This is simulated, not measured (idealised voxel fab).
Process module, titled voxel released beams
Section shown: cut. Width: 230 nm. Cell size: 5 nm, square.
Cross-section = grid of square cells, listed top down in bands; band = one or more rows. Per band: top height and bottom height in nm, followed by the left-to-right materials and their widths in nm; "everywhere" marks a single material spanning edge to edge, "air" marks empty space. Below 0: as-received wafer, all one material; heights counted from there. Lowest band: no bottom, goes on down, written "0 and below". When a width is written as two numbers, as in "30->40", the first number is the width in the top row of cells of the band and the second is the width in its bottom row, and the width changes by the same amount from each row to the next. Take "nothing altered" at face value: in the step it is given for, the cross-section changed in none of its cells. "Completely enclosed voids" lists enclosed empty spaces (at least 8 cells, no open path upward to the top), each as width x height at distance from the left edge, in nm. Past the settings on a step's line: simulator remark, on that step. overlay nm: mask right of planned place by this much (step with mask). Neg. = left.

Planned step list for the process
1,RECEIVE,material Si
2,CONFORMAL_DEP,material SiN,thk nm 5
3,DIRECTIONAL_DEP,material SiO2,thk nm 10
4,PATTERN,tone open,mask id ANCHOR,material resist,width nm 25,thk nm 20,overlay nm 0
5,DIRECTIONAL_ETCH,etch materials SiO2,depth nm 10
6,STRIP,etch materials resist
7,CONFORMAL_DEP,material polySi,thk nm 10
8,DIRECTIONAL_DEP,material aC,thk nm 10
9,PATTERN,tone cover,mask id BEAM,material resist,width nm 95,thk nm 30,overlay nm 0
10,DIRECTIONAL_ETCH,etch materials aC,depth nm 10
11,STRIP,etch materials resist
12,DIRECTIONAL_ETCH,etch materials polySi,depth nm 10
13,STRIP,etch materials aC
14,STRIP,etch materials SiO2
The wafers in this document start out alike and differ in the thk nm applied at step 2; the plan shows the value used for the first wafer.

As-received state after step 1, first of several wafers, cross-section
* 0 and below: Si everywhere
* Completely enclosed voids: none

Per wafer (row), end of module: delta in cells per material since receipt, (+) for gained, (-) for lost; closed voids after that
thk nm 5 | +46 SiN | +46 polySi | Completely enclosed voids: none
thk nm 10 | +92 SiN | +46 polySi | Completely enclosed voids: none
thk nm 15 | +138 SiN | +46 polySi | Completely enclosed voids: none
thk nm 20 | +184 SiN | +46 polySi | Completely enclosed voids: none
